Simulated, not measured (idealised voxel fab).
process module | voxel capacitor over wiring
cross-section cut | 195 nm wide | cells 5 nm
A cross-section is a grid of square cells, given in bands from the top down. A band is one or more rows of cells.
Each band's line starts with the height of the band's top and of its bottom, in nm. Then come its materials from left to right, each with its width in nm. One material with "throughout" fills the band from edge to edge. "air" is empty space.
Height 0 is the level under which the wafer as received is all one material. The lowest band goes on downwards, as in "0 down".
A width such as "30 to 40" changes by the same amount from each row of cells to the next, from the band's top row to its bottom row.
"no change" after a step means that no cell of the cross-section changed.
closed voids: empty space of 8 cells or more with no open way to the top, each as width x height at its distance from the left edge, in nm
after a step's settings: what the simulator itself notes on the step
overlay nm, on a step with a mask: how far to the right of its planned place the mask lay; to the left if negative
plan
1 op RECEIVE | material Si
2 op CONFORMAL_DEP | material SiO2 | thk nm 15
3 op CONFORMAL_DEP | material SiN | thk nm 5
4 op DIRECTIONAL_DEP | material SiO2 | thk nm 20
5 op DIRECTIONAL_DEP | material aC | thk nm 15
6 op PATTERN | tone open | mask id METAL_1 | material resist | width nm 25 | pitch nm 75 | thk nm 35 | overlay nm 0
7 op DIRECTIONAL_ETCH | etch materials aC | depth nm 15
8 op STRIP | etch materials resist
9 op DIRECTIONAL_ETCH | etch materials SiO2 | depth nm 20
10 op DIRECTIONAL_ETCH | etch materials SiN | depth nm 5
11 op STRIP | etch materials aC
12 op CONFORMAL_DEP | material TiN | thk nm 5
13 op FILL_DEP | material Ru | thk nm 5
14 op CMP | height nm 40
15 op CONFORMAL_DEP | material SiCN | thk nm 5
16 op DIRECTIONAL_DEP | material lowk | thk nm 10
17 op MASKED_ETCH | tone open | mask id PLUG_1 | width nm 15 | etch materials lowk | depth nm 10 | overlay nm 0
18 op MASKED_ETCH | tone open | mask id PLUG_1 | width nm 15 | etch materials SiCN | depth nm 5 | overlay nm 0
19 op EPI | material Ru | thk nm 10
20 op EPI | material Ru | thk nm 5
21 op DIRECTIONAL_DEP | material TiN | thk nm 10
22 op DIRECTIONAL_DEP | material HfO2 | thk nm 5
23 op DIRECTIONAL_DEP | material TiN | thk nm 10
24 op PATTERN | tone cover | mask id UPPER_PLATE | material resist | width nm 55 | thk nm 15 | overlay nm 0
25 op DIRECTIONAL_ETCH | etch materials TiN | depth nm 10
26 op DIRECTIONAL_ETCH | etch materials HfO2 | depth nm 5
27 op STRIP | etch materials resist
28 op PATTERN | tone cover | mask id LOWER_PLATE | material resist | width nm 65 | thk nm 15 | overlay nm 0
29 op DIRECTIONAL_ETCH | etch materials TiN | depth nm 10
30 op STRIP | etch materials resist
31 op FILL_DEP | material SiO2 | thk nm 20
32 op CMP | height nm 95
33 op PATTERN | tone open | mask id PLUG_2 | material resist | width nm 15 | thk nm 20 | overlay nm 0
34 op DIRECTIONAL_ETCH | etch materials SiO2 | depth nm 15
35 op STRIP | etch materials resist
36 op CONFORMAL_DEP | material TiN | thk nm 5
37 op FILL_DEP | material Ru | thk nm 5
38 op CMP | height nm 95
39 op CONFORMAL_DEP | material SiCN | thk nm 5
first wafer, as planned
as received, after step 1
  0 down: Si throughout
  closed voids: none
after step 2
  15 to 0: SiO2 throughout
  below 0: unchanged
after step 3
  20 to 15: SiN throughout
  below 15: unchanged
after step 4
  40 to 20: SiO2 throughout
  below 20: unchanged
after step 5
  55 to 40: aC throughout
  below 40: unchanged
after step 6
  90 to 55: resist 45 | air 25 | resist 50 | air 25 | resist 50
  below 55: unchanged
after step 7
  75 to 55: resist 45 | air 25 | resist 50 | air 25 | resist 50
  55 to 40: aC 45 | air 25 | aC 50 | air 25 | aC 50
  below 40: unchanged
after step 8
  55 to 40: aC 45 | air 25 | aC 50 | air 25 | aC 50
  below 40: unchanged
after step 9
  55 to 40: aC 45 | air 25 | aC 50 | air 25 | aC 50
  40 to 20: SiO2 45 | air 25 | SiO2 50 | air 25 | SiO2 50
  below 20: unchanged
after step 10
  55 to 40: aC 45 | air 25 | aC 50 | air 25 | aC 50
  40 to 20: SiO2 45 | air 25 | SiO2 50 | air 25 | SiO2 50
  20 to 15: SiN 45 | air 25 | SiN 50 | air 25 | SiN 50
  below 15: unchanged
after step 11
  40 to 20: SiO2 45 | air 25 | SiO2 50 | air 25 | SiO2 50
  below 20: unchanged
after step 12
  45 to 40: TiN 50 | air 15 | TiN 60 | air 15 | TiN 55
  40 to 20: SiO2 45 | TiN 5 | air 15 | TiN 5 | SiO2 50 | TiN 5 | air 15 | TiN 5 | SiO2 50
  20 to 15: SiN 45 | TiN 25 | SiN 50 | TiN 25 | SiN 50
  below 15: unchanged
after step 13
  50 to 45: Ru throughout
  45 to 40: TiN 50 | Ru 15 | TiN 60 | Ru 15 | TiN 55
  40 to 20: SiO2 45 | TiN 5 | Ru 15 | TiN 5 | SiO2 50 | TiN 5 | Ru 15 | TiN 5 | SiO2 50
  below 20: unchanged
after step 14
  40 to 20: SiO2 45 | TiN 5 | Ru 15 | TiN 5 | SiO2 50 | TiN 5 | Ru 15 | TiN 5 | SiO2 50
  below 20: unchanged
after step 15
  45 to 40: SiCN throughout
  below 40: unchanged
after step 16
  55 to 45: lowk throughout
  below 45: unchanged
after step 17
  55 to 45: lowk 55 | air 15 | lowk 125
  below 45: unchanged
after step 18
  55 to 45: lowk 55 | air 15 | lowk 125
  45 to 40: SiCN 55 | air 15 | SiCN 125
  below 40: unchanged
after step 19
  55 to 50: lowk 55 | air 15 | lowk 125
  50 to 45: lowk 55 | Ru 15 | lowk 125
  45 to 40: SiCN 55 | Ru 15 | SiCN 125
  below 40: unchanged
after step 20
  55 to 45: lowk 55 | Ru 15 | lowk 125
  below 45: unchanged
after step 21
  65 to 55: TiN throughout
  below 55: unchanged
after step 22
  70 to 65: HfO2 throughout
  below 65: unchanged
after step 23
  80 to 70: TiN throughout
  below 70: unchanged
after step 24
  95 to 80: air 55 | resist 55 | air 85
  below 80: unchanged
after step 25
  95 to 80: air 55 | resist 55 | air 85
  80 to 70: air 55 | TiN 55 | air 85
  below 70: unchanged
after step 26
  95 to 80: air 55 | resist 55 | air 85
  80 to 70: air 55 | TiN 55 | air 85
  70 to 65: air 55 | HfO2 55 | air 85
  below 65: unchanged
after step 27
  80 to 70: air 55 | TiN 55 | air 85
  below 70: unchanged
after step 28
  95 to 80: air 50 | resist 65 | air 80
  80 to 70: air 50 | resist 5 | TiN 55 | resist 5 | air 80
  70 to 65: air 50 | resist 5 | HfO2 55 | resist 5 | air 80
  below 65: unchanged
after step 29
  95 to 80: air 50 | resist 65 | air 80
  80 to 70: air 50 | resist 5 | TiN 55 | resist 5 | air 80
  70 to 65: air 50 | resist 5 | HfO2 55 | resist 5 | air 80
  65 to 55: air 50 | TiN 65 | air 80
  below 55: unchanged
after step 30
  80 to 70: air 55 | TiN 55 | air 85
  70 to 65: air 55 | HfO2 55 | air 85
  below 65: unchanged
after step 31
  100 to 80: SiO2 throughout
  80 to 70: SiO2 55 | TiN 55 | SiO2 85
  70 to 65: SiO2 55 | HfO2 55 | SiO2 85
  65 to 55: SiO2 50 | TiN 65 | SiO2 80
  below 55: unchanged
after step 32
  95 to 80: SiO2 throughout
  below 80: unchanged
after step 33
  115 to 95: resist 65 | air 15 | resist 115
  below 95: unchanged
after step 34
  115 to 95: resist 65 | air 15 | resist 115
  95 to 80: SiO2 65 | air 15 | SiO2 115
  below 80: unchanged
after step 35
  95 to 80: SiO2 65 | air 15 | SiO2 115
  below 80: unchanged
after step 36
  100 to 95: TiN 70 | air 5 | TiN 120
  95 to 85: SiO2 65 | TiN 5 | air 5 | TiN 5 | SiO2 115
  85 to 80: SiO2 65 | TiN 15 | SiO2 115
  below 80: unchanged
after step 37
  105 to 100: Ru throughout
  100 to 95: TiN 70 | Ru 5 | TiN 120
  95 to 85: SiO2 65 | TiN 5 | Ru 5 | TiN 5 | SiO2 115
  below 85: unchanged
after step 38
  95 to 85: SiO2 65 | TiN 5 | Ru 5 | TiN 5 | SiO2 115
  below 85: unchanged
after step 39
  100 to 95: SiCN throughout
  below 95: unchanged
second wafer: like start, like plan, one mistake. Through step 18 it matches the first wafer
when step 19 should have ended
  60 to 55: air 50 | Ru 25 | air 120
  55 to 45: lowk 55 | Ru 15 | lowk 125
  45 to 40: SiCN 55 | Ru 15 | SiCN 125
  below 40: unchanged
when step 20 should have ended
  65 to 55: air 45 | Ru 35 | air 115
  below 55: unchanged
when step 21 should have ended
  75 to 65: air 45 | TiN 35 | air 115
  65 to 55: TiN 45 | Ru 35 | TiN 115
  below 55: unchanged
when step 22 should have ended
  80 to 75: air 45 | HfO2 35 | air 115
  75 to 70: air 45 | TiN 35 | air 115
  70 to 65: HfO2 45 | TiN 35 | HfO2 115
  below 65: unchanged
when step 23 should have ended
  90 to 80: air 45 | TiN 35 | air 115
  80 to 75: TiN 45 | HfO2 35 | TiN 115
  75 to 70: TiN throughout
  below 70: unchanged
when step 24 should have ended
  105 to 90: air 55 | resist 55 | air 85
  90 to 80: air 45 | TiN 35 | resist 30 | air 85
  below 80: unchanged
when step 25 should have ended
  105 to 90: air 55 | resist 55 | air 85
  90 to 80: air 55 | TiN 25 | resist 30 | air 85
  80 to 75: air 45 | HfO2 35 | TiN 30 | air 85
  75 to 70: air 45 | TiN 65 | air 85
  below 70: unchanged
when step 26 should have ended
  105 to 90: air 55 | resist 55 | air 85
  90 to 80: air 55 | TiN 25 | resist 30 | air 85
  80 to 75: air 55 | HfO2 25 | TiN 30 | air 85
  75 to 70: air 45 | TiN 65 | air 85
  70 to 65: air 45 | TiN 35 | HfO2 30 | air 85
  below 65: unchanged
when step 27 should have ended
  90 to 80: air 55 | TiN 25 | air 115
  below 80: unchanged
when step 28 should have ended
  105 to 90: air 50 | resist 65 | air 80
  90 to 80: air 50 | resist 5 | TiN 25 | resist 35 | air 80
  80 to 75: air 50 | resist 5 | HfO2 25 | TiN 30 | resist 5 | air 80
  75 to 70: air 45 | TiN 65 | resist 5 | air 80
  70 to 65: air 45 | TiN 35 | HfO2 30 | resist 5 | air 80
  below 65: unchanged
when step 29 should have ended
  105 to 90: air 50 | resist 65 | air 80
  90 to 80: air 50 | resist 5 | TiN 25 | resist 35 | air 80
  80 to 75: air 50 | resist 5 | HfO2 25 | TiN 30 | resist 5 | air 80
  75 to 70: air 50 | TiN 60 | resist 5 | air 80
  70 to 65: air 50 | TiN 30 | HfO2 30 | resist 5 | air 80
  65 to 55: air 45 | Ru 35 | TiN 35 | air 80
  below 55: unchanged
when step 30 should have ended
  90 to 80: air 55 | TiN 25 | air 115
  80 to 75: air 55 | HfO2 25 | TiN 30 | air 85
  75 to 70: air 50 | TiN 60 | air 85
  70 to 65: air 50 | TiN 30 | HfO2 30 | air 85
  below 65: unchanged
when step 31 should have ended
  110 to 90: SiO2 throughout
  90 to 80: SiO2 55 | TiN 25 | SiO2 115
  80 to 75: SiO2 55 | HfO2 25 | TiN 30 | SiO2 85
  75 to 70: SiO2 50 | TiN 60 | SiO2 85
  70 to 65: SiO2 50 | TiN 30 | HfO2 30 | SiO2 85
  65 to 55: SiO2 45 | Ru 35 | TiN 35 | SiO2 80
  below 55: unchanged
when step 32 should have ended
  95 to 90: SiO2 throughout
  below 90: unchanged
when step 33 should have ended
  115 to 95: resist 65 | air 15 | resist 115
  below 95: unchanged
when step 34 should have ended
  115 to 95: resist 65 | air 15 | resist 115
  95 to 90: SiO2 65 | air 15 | SiO2 115
  below 90: unchanged
when step 35 should have ended
  95 to 90: SiO2 65 | air 15 | SiO2 115
  below 90: unchanged
when step 36 should have ended
  100 to 95: TiN 70 | air 5 | TiN 120
  95 to 90: SiO2 65 | TiN 15 | SiO2 115
  below 90: unchanged
when step 37 should have ended
  105 to 100: Ru throughout
  100 to 95: TiN 70 | Ru 5 | TiN 120
  below 95: unchanged
when step 38 should have ended
  95 to 90: SiO2 65 | TiN 15 | SiO2 115
  below 90: unchanged
when step 39 should have ended
  100 to 95: SiCN throughout
  below 95: unchanged
what went wrong: step 19 was run twice
at the end the second wafer has, in cells: 12 more of Ru | 8 fewer of SiO2 | 4 fewer of TiN
